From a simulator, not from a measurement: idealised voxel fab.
process module | voxel ribs on slabs
Square cell edge 5 nm, section width 175 nm, ID cut.
For the purposes of this document, a cross-section shall be understood as a grid of square cells, specified as bands listed in top-to-bottom order, each band consisting of one or more rows of cells. Band: top height; bottom height; in nm. Then, left to right: material with width in nm, for each material. "full width": a single material spanning edge to edge. "empty": empty space. Convention: height 0 is the level below which the wafer, as received, is all one material. The lowest band does not terminate at the bottom but continues downward, represented as "0 and below". Think of "30->40" as a width that walks from the first number to the second as you go down the band, top row to bottom row, taking equal-sized steps from row to row. Where a step carries "everything unchanged", the cross-section came out of it unchanged, cell for cell. What "Fully enclosed voids" gives you is every empty space of 8 cells or more that is cut off from the top. Each appears as width x height at distance, with the distance taken from the left edge and width, height and distance all in nm. On each step's line, the part that comes after the settings is the simulator's own comment on the step. overlay nm: step with mask; distance mask lay right of planned place; negative value = left of planned place.

**plan**
- 1: op RECEIVE | material Si
- 2: op DIRECTIONAL_DEP | material SiO2 | thk nm 10
- 3: op DIRECTIONAL_DEP | material polySi | thk nm 15
- 4: op DIRECTIONAL_DEP | material aC | thk nm 15
- 5: op PATTERN | tone cover | mask id RIB | material resist | width nm 30 | thk nm 35 | overlay nm 0
- 6: op DIRECTIONAL_ETCH | etch materials aC | depth nm 15
- 7: op STRIP | etch materials resist
- 8: op DIRECTIONAL_ETCH | etch materials polySi | depth nm 10
- 9: op STRIP | etch materials aC
- 10: op MASKED_ETCH | tone cover | mask id SLAB | width nm 70 | etch materials polySi | depth nm 5 | overlay nm 0
- 11: op FILL_DEP | material SiO2 | thk nm 20
- 12: op CMP | height nm 45
- 13: op DIRECTIONAL_DEP | material W | thk nm 10
- 14: op DIRECTIONAL_DEP | material aC | thk nm 15
- 15: op PATTERN | tone cover | mask id HEATER | material resist | width nm 40 | thk nm 35 | overlay nm 0
- 16: op DIRECTIONAL_ETCH | etch materials aC | depth nm 15
- 17: op STRIP | etch materials resist
- 18: op DIRECTIONAL_ETCH | etch materials W | depth nm 10
- 19: op STRIP | etch materials aC
- 20: op CONFORMAL_DEP | material SiO2 | thk nm 10
For this document, wafers share an identical start and vary in the step 2 thk nm; the plan quotes the first wafer's value.

**The first of several wafers, as received after step 1, seen in section**
- 0 and below: Si full width
- Fully enclosed voids: none

**Per-wafer rows below. For each material: cells gained (+) or lost (-) since the wafer was received, as of end of module. Then: closed voids**
thk nm 10 | +367 SiO2 | +16 W | +26 polySi | Fully enclosed voids: none
thk nm 15 | +367 SiO2 | +16 W | +26 polySi | Fully enclosed voids: none
thk nm 20 | +367 SiO2 | +16 W | +26 polySi | Fully enclosed voids: none
thk nm 25 | +367 SiO2 | +16 W | +26 polySi | Fully enclosed voids: none
thk nm 30 | +367 SiO2 | +16 W | +26 polySi | Fully enclosed voids: none
thk nm 35 | +373 SiO2 | +16 W | +20 polySi | Fully enclosed voids: none
